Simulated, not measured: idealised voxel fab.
This is a process module. Its name is voxel transistor to metal.
Cross-sectional view cut (width: 205 nm; square cell size: 5 nm).
Heads up, the way a cross-section reads in here is a grid of square cells, handed over as bands from the top down, with every band being one or more rows of cells.
Quick guide to a band line: top height, bottom height (nm) up front; then every material left to right with its width in nm. Only one material and it's marked "everywhere"? Then it fills the band edge to edge. And "air" just means empty space.
Heights from 0 (as-received wafer is one material below). Bottom band endless downward, as "0 down".
The width entry "30 to 40" should be interpreted row by row: the top row of cells in the band takes the first number, the bottom row takes the second number, and the change between adjacent rows is uniform throughout.
"stayed the same" for a step: no cell of the cross-section changed in that step.
So "Enclosed void listing" is basically the list of trapped voids: any empty space of 8 cells or more that can't reach the top through an opening. They're written width x height at distance, the distance being from the left edge, and it's all nm.
Note: text after step settings on the step line = simulator remark on that step.
"overlay nm" answers the question of how far to the right of plan the mask lay on a step that has a mask, and when it is negative the answer is to the left.
So the way this works: pairs, before and after one process step. The after picture only goes down to the lowest band that actually changed, nothing below. Step and its settings are under each pair. And watch out, pairs might come from different runs of this module, same starting wafer though, so a pair only follows on from the one above if its "Incoming profile" entry tells you so.
-- Incoming profile
- 10 to 0 | 75 SiO2, then 10 SiN, then 5 HfO2, then 5 TiN, then 15 W, then 5 TiN, then 5 HfO2, then 10 SiN, then 75 SiO2
- 0 to -5 | 65 SiO2, then 10 SiGe, then 10 SiN, then 5 HfO2, then 25 TiN, then 5 HfO2, then 10 SiN, then 10 SiGe, then 65 SiO2
- -5 to -10 | 65 SiO2, then 10 SiGe, then 5 SiO2, then 45 HfO2, then 5 SiO2, then 10 SiGe, then 65 SiO2
- -10 to -20 | 50 SiO2, then 25 SiGe, then 55 Si, then 25 SiGe, then 50 SiO2
- -20 to -40 | 50 SiO2, then 105 Si, then 50 SiO2
- -40 down | Si everywhere
- Enclosed void listing: none
-- Post-Step Cross-Section
- 20 to 10 | SiCN everywhere
- Below 10, the layers are the same as they were.
- Enclosed void listing: none
Step between the pre-process and post-process cross-sections given above: DIRECTIONAL_DEP [material SiCN] [thk nm 10]
Incoming profile: Please consult the pair immediately above; the cross-section it shows after its step is the state before this step.
-- Post-Step Cross-Section
- 25 to 20 | TiN everywhere
- Below 20, the layers are the same as they were.
- Enclosed void listing: none
Step between the pre-process and post-process cross-sections given above: CONFORMAL_DEP [material TiN] [thk nm 5]
Incoming profile: Please consult the pair immediately above; the cross-section it shows after its step is the state before this step.
-- Post-Step Cross-Section
- 35 to 25 | W everywhere
- Below 25, the layers are the same as they were.
- Enclosed void listing: none
Step between the pre-process and post-process cross-sections given above: FILL_DEP [material W] [thk nm 10]
Incoming profile: Please consult the pair immediately above; the cross-section it shows after its step is the state before this step.
-- Post-Step Cross-Section
- 20 to 10 | SiCN everywhere
- Below 10, the layers are the same as they were.
- Enclosed void listing: none
Step between the pre-process and post-process cross-sections given above: CMP [height nm 20]
Incoming profile: Please consult the pair immediately above; the cross-section it shows after its step is the state before this step.
-- Post-Step Cross-Section
- 25 to 10 | SiCN everywhere
- Below 10, the layers are the same as they were.
- Enclosed void listing: none
Step between the pre-process and post-process cross-sections given above: CONFORMAL_DEP [material SiCN] [thk nm 5]
Incoming profile: Please consult the pair immediately above; the cross-section it shows after its step is the state before this step.
-- Post-Step Cross-Section
- 45 to 25 | SiO2 everywhere
- Below 25, the layers are the same as they were.
- Enclosed void listing: none
Step between the pre-process and post-process cross-sections given above: DIRECTIONAL_DEP [material SiO2] [thk nm 20]
Incoming profile: Please consult the pair immediately above; the cross-section it shows after its step is the state before this step.
-- Post-Step Cross-Section
- 60 to 45 | aC everywhere
- Below 45, the layers are the same as they were.
- Enclosed void listing: none
Step between the pre-process and post-process cross-sections given above: DIRECTIONAL_DEP [material aC] [thk nm 15]
Incoming profile: Please consult the pair immediately above; the cross-section it shows after its step is the state before this step.
-- Post-Step Cross-Section
- 90 to 60 | 55 resist, then 15 air, then 65 resist, then 15 air, then 55 resist
- Below 60, the layers are the same as they were.
- Enclosed void listing: none
Step between the pre-process and post-process cross-sections given above: PATTERN [tone open] [mask id METAL_1] [material resist] [width nm 15] [pitch nm 80] [thk nm 30] [overlay nm 0]
Incoming profile: Please consult the pair immediately above; the cross-section it shows after its step is the state before this step.
-- Post-Step Cross-Section
- 75 to 60 | 55 resist, then 15 air, then 65 resist, then 15 air, then 55 resist
- 60 to 45 | 55 aC, then 15 air, then 65 aC, then 15 air, then 55 aC
- Below 45, the layers are the same as they were.
- Enclosed void listing: none
Step between the pre-process and post-process cross-sections given above: DIRECTIONAL_ETCH [etch materials aC] [depth nm 15]
Incoming profile: Please consult the pair immediately above; the cross-section it shows after its step is the state before this step.
-- Post-Step Cross-Section
- 60 to 45 | 55 aC, then 15 air, then 65 aC, then 15 air, then 55 aC
- Below 45, the layers are the same as they were.
- Enclosed void listing: none
Step between the pre-process and post-process cross-sections given above: STRIP [etch materials resist]
Incoming profile: Please consult the pair immediately above; the cross-section it shows after its step is the state before this step.
-- Post-Step Cross-Section
- 60 to 45 | 55 aC, then 15 air, then 65 aC, then 15 air, then 55 aC
- 45 to 25 | 55 SiO2, then 15 air, then 65 SiO2, then 15 air, then 55 SiO2
- Below 25, the layers are the same as they were.
- Enclosed void listing: none
Step between the pre-process and post-process cross-sections given above: DIRECTIONAL_ETCH [etch materials SiO2] [depth nm 20]
Incoming profile: Please consult the pair immediately above; the cross-section it shows after its step is the state before this step.
-- Post-Step Cross-Section
- 60 to 45 | 55 aC, then 15 air, then 65 aC, then 15 air, then 55 aC
- 45 to 25 | 55 SiO2, then 15 air, then 65 SiO2, then 15 air, then 55 SiO2
- 25 to 20 | 55 SiCN, then 15 air, then 65 SiCN, then 15 air, then 55 SiCN
- Below 20, the layers are the same as they were.
- Enclosed void listing: none
Step between the pre-process and post-process cross-sections given above: DIRECTIONAL_ETCH [etch materials SiCN] [depth nm 5]
Incoming profile: Please consult the pair immediately above; the cross-section it shows after its step is the state before this step.
-- Post-Step Cross-Section
- 45 to 25 | 55 SiO2, then 15 air, then 65 SiO2, then 15 air, then 55 SiO2
- Below 25, the layers are the same as they were.
- Enclosed void listing: none
Step between the pre-process and post-process cross-sections given above: STRIP [etch materials aC]
Incoming profile: Please consult the pair immediately above; the cross-section it shows after its step is the state before this step.
-- Post-Step Cross-Section
- 50 to 45 | 60 TiN, then 5 air, then 75 TiN, then 5 air, then 60 TiN
- 45 to 25 | 55 SiO2, then 5 TiN, then 5 air, then 5 TiN, then 65 SiO2, then 5 TiN, then 5 air, then 5 TiN, then 55 SiO2
- 25 to 20 | 55 SiCN, then 15 TiN, then 65 SiCN, then 15 TiN, then 55 SiCN
- Below 20, the layers are the same as they were.
- Enclosed void listing: none
Step between the pre-process and post-process cross-sections given above: CONFORMAL_DEP [material TiN] [thk nm 5]
Incoming profile: Please consult the pair immediately above; the cross-section it shows after its step is the state before this step.
-- Post-Step Cross-Section
- 55 to 50 | W everywhere
- 50 to 45 | 60 TiN, then 5 W, then 75 TiN, then 5 W, then 60 TiN
- 45 to 25 | 55 SiO2, then 5 TiN, then 5 W, then 5 TiN, then 65 SiO2, then 5 TiN, then 5 W, then 5 TiN, then 55 SiO2
- Below 25, the layers are the same as they were.
- Enclosed void listing: none
Step between the pre-process and post-process cross-sections given above: FILL_DEP [material W] [thk nm 5]
Incoming profile: Please consult the pair immediately above; the cross-section it shows after its step is the state before this step.
-- Post-Step Cross-Section
- 45 to 25 | 55 SiO2, then 5 TiN, then 5 W, then 5 TiN, then 65 SiO2, then 5 TiN, then 5 W, then 5 TiN, then 55 SiO2
- Below 25, the layers are the same as they were.
- Enclosed void listing: none
Step between the pre-process and post-process cross-sections given above: CMP [height nm 45]
Incoming profile: Please consult the pair immediately above; the cross-section it shows after its step is the state before this step.
-- Post-Step Cross-Section
- 50 to 45 | 50 air, then 25 Ru, then 55 air, then 25 Ru, then 50 air
- Below 45, the layers are the same as they were.
- Enclosed void listing: none
Step between the pre-process and post-process cross-sections given above: EPI [material Ru] [thk nm 5]
Incoming profile: Please consult the pair immediately above; the cross-section it shows after its step is the state before this step.
-- Post-Step Cross-Section
- 55 to 50 | SiCN everywhere
- 50 to 45 | 50 SiCN, then 25 Ru, then 55 SiCN, then 25 Ru, then 50 SiCN
- Below 45, the layers are the same as they were.
- Enclosed void listing: none
Step between the pre-process and post-process cross-sections given above: FILL_DEP [material SiCN] [thk nm 5]
Incoming profile: Please consult the pair immediately above; the cross-section it shows after its step is the state before this step.
-- Post-Step Cross-Section
- 80 to 55 | SiO2 everywhere
- Below 55, the layers are the same as they were.
- Enclosed void listing: none
Step between the pre-process and post-process cross-sections given above: DIRECTIONAL_DEP [material SiO2] [thk nm 25]
Incoming profile: Please consult the pair immediately above; the cross-section it shows after its step is the state before this step.
-- Post-Step Cross-Section
- 95 to 80 | aC everywhere
- Below 80, the layers are the same as they were.
- Enclosed void listing: none
Step between the pre-process and post-process cross-sections given above: DIRECTIONAL_DEP [material aC] [thk nm 15]
Incoming profile: Please consult the pair immediately above; the cross-section it shows after its step is the state before this step.
-- Post-Step Cross-Section
- 130 to 95 | 55 resist, then 15 air, then 65 resist, then 15 air, then 55 resist
- Below 95, the layers are the same as they were.
- Enclosed void listing: none
Step between the pre-process and post-process cross-sections given above: PATTERN [tone open] [mask id METAL_2] [material resist] [width nm 15] [pitch nm 80] [thk nm 35] [overlay nm 0]
Incoming profile: Please consult the pair immediately above; the cross-section it shows after its step is the state before this step.
-- Post-Step Cross-Section
- 115 to 95 | 55 resist, then 15 air, then 65 resist, then 15 air, then 55 resist
- 95 to 80 | 55 aC, then 15 air, then 65 aC, then 15 air, then 55 aC
- Below 80, the layers are the same as they were.
- Enclosed void listing: none
Step between the pre-process and post-process cross-sections given above: DIRECTIONAL_ETCH [etch materials aC] [depth nm 15]
Incoming profile: Please consult the pair immediately above; the cross-section it shows after its step is the state before this step.
-- Post-Step Cross-Section
- 95 to 80 | 55 aC, then 15 air, then 65 aC, then 15 air, then 55 aC
- Below 80, the layers are the same as they were.
- Enclosed void listing: none
Step between the pre-process and post-process cross-sections given above: STRIP [etch materials resist]
Incoming profile: Please consult the pair immediately above; the cross-section it shows after its step is the state before this step.
-- Post-Step Cross-Section
- 95 to 80 | 55 aC, then 15 air, then 65 aC, then 15 air, then 55 aC
- 80 to 65 | 55 SiO2, then 15 air, then 65 SiO2, then 15 air, then 55 SiO2
- Below 65, the layers are the same as they were.
- Enclosed void listing: none
Step between the pre-process and post-process cross-sections given above: DIRECTIONAL_ETCH [etch materials SiO2] [depth nm 15]
Incoming profile: Please consult the pair immediately above; the cross-section it shows after its step is the state before this step.
-- Post-Step Cross-Section
- 80 to 65 | 55 SiO2, then 15 air, then 65 SiO2, then 15 air, then 55 SiO2
- Below 65, the layers are the same as they were.
- Enclosed void listing: none
Step between the pre-process and post-process cross-sections given above: STRIP [etch materials aC]
Incoming profile: Please consult the pair immediately above; the cross-section it shows after its step is the state before this step.
-- Post-Step Cross-Section
- 100 to 80 | 55 resist, then 15 air, then 65 resist, then 15 air, then 55 resist
- Below 80, the layers are the same as they were.
- Enclosed void listing: none
Step between the pre-process and post-process cross-sections given above: PATTERN [tone open] [mask id METAL_2_HOLES] [material resist] [width nm 15] [pitch nm 80] [thk nm 20] [overlay nm 0]
Incoming profile: Please consult the pair immediately above; the cross-section it shows after its step is the state before this step.
-- Post-Step Cross-Section
- 100 to 80 | 55 resist, then 15 air, then 65 resist, then 15 air, then 55 resist
- 80 to 55 | 55 SiO2, then 15 air, then 65 SiO2, then 15 air, then 55 SiO2
- Below 55, the layers are the same as they were.
- Enclosed void listing: none
Step between the pre-process and post-process cross-sections given above: DIRECTIONAL_ETCH [etch materials SiO2] [depth nm 10]
Incoming profile: Please consult the pair immediately above; the cross-section it shows after its step is the state before this step.
-- Post-Step Cross-Section
- 100 to 80 | 55 resist, then 15 air, then 65 resist, then 15 air, then 55 resist
- 80 to 55 | 55 SiO2, then 15 air, then 65 SiO2, then 15 air, then 55 SiO2
- 55 to 50 | 55 SiCN, then 15 air, then 65 SiCN, then 15 air, then 55 SiCN
- Below 50, the layers are the same as they were.
- Enclosed void listing: none
Step between the pre-process and post-process cross-sections given above: DIRECTIONAL_ETCH [etch materials SiCN] [depth nm 5]
Incoming profile: Please consult the pair immediately above; the cross-section it shows after its step is the state before this step.
-- Post-Step Cross-Section
- 80 to 55 | 55 SiO2, then 15 air, then 65 SiO2, then 15 air, then 55 SiO2
- Below 55, the layers are the same as they were.
- Enclosed void listing: none
Step between the pre-process and post-process cross-sections given above: STRIP [etch materials resist]
Incoming profile: Please consult the pair immediately above; the cross-section it shows after its step is the state before this step.
-- Post-Step Cross-Section
- 85 to 80 | 60 TiN, then 5 air, then 75 TiN, then 5 air, then 60 TiN
- 80 to 55 | 55 SiO2, then 5 TiN, then 5 air, then 5 TiN, then 65 SiO2, then 5 TiN, then 5 air, then 5 TiN, then 55 SiO2
- 55 to 50 | 55 SiCN, then 15 TiN, then 65 SiCN, then 15 TiN, then 55 SiCN
- Below 50, the layers are the same as they were.
- Enclosed void listing: none
Step between the pre-process and post-process cross-sections given above: CONFORMAL_DEP [material TiN] [thk nm 5]
Incoming profile: Please consult the pair immediately above; the cross-section it shows after its step is the state before this step.
-- Post-Step Cross-Section
- 90 to 85 | Ru everywhere
- 85 to 80 | 60 TiN, then 5 Ru, then 75 TiN, then 5 Ru, then 60 TiN
- 80 to 55 | 55 SiO2, then 5 TiN, then 5 Ru, then 5 TiN, then 65 SiO2, then 5 TiN, then 5 Ru, then 5 TiN, then 55 SiO2
- Below 55, the layers are the same as they were.
- Enclosed void listing: none
Step between the pre-process and post-process cross-sections given above: FILL_DEP [material Ru] [thk nm 5]
Incoming profile: Please consult the pair immediately above; the cross-section it shows after its step is the state before this step.
-- Post-Step Cross-Section
- 80 to 55 | 55 SiO2, then 5 TiN, then 5 Ru, then 5 TiN, then 65 SiO2, then 5 TiN, then 5 Ru, then 5 TiN, then 55 SiO2
- Below 55, the layers are the same as they were.
- Enclosed void listing: none
Step between the pre-process and post-process cross-sections given above: CMP [height nm 80]
Incoming profile: Please consult the pair immediately above; the cross-section it shows after its step is the state before this step.
-- Post-Step Cross-Section
- 85 to 80 | SiCN everywhere
- Below 80, the layers are the same as they were.
- Enclosed void listing: none
Step between the pre-process and post-process cross-sections given above: CONFORMAL_DEP [material SiCN] [thk nm 5]
-- Incoming profile
- 95 to 80 | aC everywhere
- 80 to 55 | SiO2 everywhere
- 55 to 50 | SiCN everywhere
- 50 to 45 | 50 SiCN, then 25 Ru, then 55 SiCN, then 25 Ru, then 50 SiCN
- 45 to 25 | 55 SiO2, then 5 TiN, then 5 W, then 5 TiN, then 65 SiO2, then 5 TiN, then 5 W, then 5 TiN, then 55 SiO2
- 25 to 20 | 55 SiCN, then 15 TiN, then 65 SiCN, then 15 TiN, then 55 SiCN
- 20 to 10 | 55 SiO2, then 5 TiN, then 5 W, then 5 TiN, then 65 SiO2, then 5 TiN, then 5 W, then 5 TiN, then 55 SiO2
- 10 to 5 | 55 SiO2, then 5 TiN, then 5 W, then 5 TiN, then 5 SiO2, then 10 SiN, then 5 HfO2, then 5 TiN, then 15 W, then 5 TiN, then 5 HfO2, then 10 SiN, then 5 SiO2, then 5 TiN, then 5 W, then 5 TiN, then 55 SiO2
- 5 to 0 | 55 SiO2, then 15 TiN, then 5 SiO2, then 10 SiN, then 5 HfO2, then 5 TiN, then 15 W, then 5 TiN, then 5 HfO2, then 10 SiN, then 5 SiO2, then 15 TiN, then 55 SiO2
- 0 to -5 | 55 SiO2, then 10 TiN, then 10 SiGe, then 10 SiN, then 5 HfO2, then 25 TiN, then 5 HfO2, then 10 SiN, then 10 SiGe, then 10 TiN, then 55 SiO2
- -5 to -10 | 55 SiO2, then 10 TiN, then 10 SiGe, then 5 SiO2, then 45 HfO2, then 5 SiO2, then 10 SiGe, then 10 TiN, then 55 SiO2
- -10 to -20 | 50 SiO2, then 25 SiGe, then 55 Si, then 25 SiGe, then 50 SiO2
- -20 to -40 | 50 SiO2, then 105 Si, then 50 SiO2
- -40 down | Si everywhere
- Enclosed void listing: none
-- Post-Step Cross-Section
- 130 to 95 | 55 air, then 15 resist, then 65 air, then 15 resist, then 55 air
- Below 95, the layers are the same as they were.
- Enclosed void listing: none
Step between the pre-process and post-process cross-sections given above: PATTERN [tone cover] [mask id METAL_2] [material resist] [width nm 15] [pitch nm 80] [thk nm 35] [overlay nm 0]
Incoming profile: Please consult the pair immediately above; the cross-section it shows after its step is the state before this step.
-- Post-Step Cross-Section
- 115 to 95 | 55 air, then 15 resist, then 65 air, then 15 resist, then 55 air
- 95 to 80 | 55 air, then 15 aC, then 65 air, then 15 aC, then 55 air
- Below 80, the layers are the same as they were.
- Enclosed void listing: none
Step between the pre-process and post-process cross-sections given above: DIRECTIONAL_ETCH [etch materials aC] [depth nm 15]
Incoming profile: Please consult the pair immediately above; the cross-section it shows after its step is the state before this step.
-- Post-Step Cross-Section
- 95 to 80 | 55 air, then 15 aC, then 65 air, then 15 aC, then 55 air
- Below 80, the layers are the same as they were.
- Enclosed void listing: none
Step between the pre-process and post-process cross-sections given above: STRIP [etch materials resist]
Incoming profile: Please consult the pair immediately above; the cross-section it shows after its step is the state before this step.
-- Post-Step Cross-Section
- 95 to 80 | 55 air, then 15 aC, then 65 air, then 15 aC, then 55 air
- 80 to 65 | 55 air, then 15 SiO2, then 65 air, then 15 SiO2, then 55 air
- Below 65, the layers are the same as they were.
- Enclosed void listing: none
Step between the pre-process and post-process cross-sections given above: DIRECTIONAL_ETCH [etch materials SiO2] [depth nm 15]
Incoming profile: Please consult the pair immediately above; the cross-section it shows after its step is the state before this step.
-- Post-Step Cross-Section
- 80 to 65 | 55 air, then 15 SiO2, then 65 air, then 15 SiO2, then 55 air
- Below 65, the layers are the same as they were.
- Enclosed void listing: none
Step between the pre-process and post-process cross-sections given above: STRIP [etch materials aC]
Incoming profile: Please consult the pair immediately above; the cross-section it shows after its step is the state before this step.
-- Post-Step Cross-Section
- 100 to 80 | 55 resist, then 15 air, then 65 resist, then 15 air, then 55 resist
- 80 to 65 | 55 resist, then 15 SiO2, then 65 resist, then 15 SiO2, then 55 resist
- Below 65, the layers are the same as they were.
- Enclosed void listing: none
Step between the pre-process and post-process cross-sections given above: PATTERN [tone open] [mask id METAL_2_HOLES] [material resist] [width nm 15] [pitch nm 80] [thk nm 20] [overlay nm 0]
Incoming profile: Please consult the pair immediately above; the cross-section it shows after its step is the state before this step.
-- Post-Step Cross-Section
- 100 to 70 | 55 resist, then 15 air, then 65 resist, then 15 air, then 55 resist
- Below 70, the layers are the same as they were.
- Enclosed void listing: none
Step between the pre-process and post-process cross-sections given above: DIRECTIONAL_ETCH [etch materials SiO2] [depth nm 10]
Incoming profile: Please consult the pair immediately above; the cross-section it shows after its step is the state before this step.
-- Post-Step Cross-Section
- 70 to 65 | 55 air, then 15 SiO2, then 65 air, then 15 SiO2, then 55 air
- Below 65, the layers are the same as they were.
- Enclosed void listing: none
Step between the pre-process and post-process cross-sections given above: STRIP [etch materials resist]
Incoming profile: Please consult the pair immediately above; the cross-section it shows after its step is the state before this step.
-- Post-Step Cross-Section
- 75 to 70 | 50 air, then 25 TiN, then 55 air, then 25 TiN, then 50 air
- 70 to 65 | 55 TiN, then 15 SiO2, then 65 TiN, then 15 SiO2, then 55 TiN
- Below 65, the layers are the same as they were.
- Enclosed void listing: none
Step between the pre-process and post-process cross-sections given above: CONFORMAL_DEP [material TiN] [thk nm 5]
Incoming profile: Please consult the pair immediately above; the cross-section it shows after its step is the state before this step.
-- Post-Step Cross-Section
- 80 to 75 | Ru everywhere
- 75 to 70 | 50 Ru, then 25 TiN, then 55 Ru, then 25 TiN, then 50 Ru
- Below 70, the layers are the same as they were.
- Enclosed void listing: none
Step between the pre-process and post-process cross-sections given above: FILL_DEP [material Ru] [thk nm 5]
Incoming profile: Please consult the pair immediately above; the cross-section it shows after its step is the state before this step.
-- Post-Step Cross-Section
- 85 to 80 | SiCN everywhere
- Below 80, the layers are the same as they were.
- Enclosed void listing: none
Step between the pre-process and post-process cross-sections given above: CONFORMAL_DEP [material SiCN] [thk nm 5]
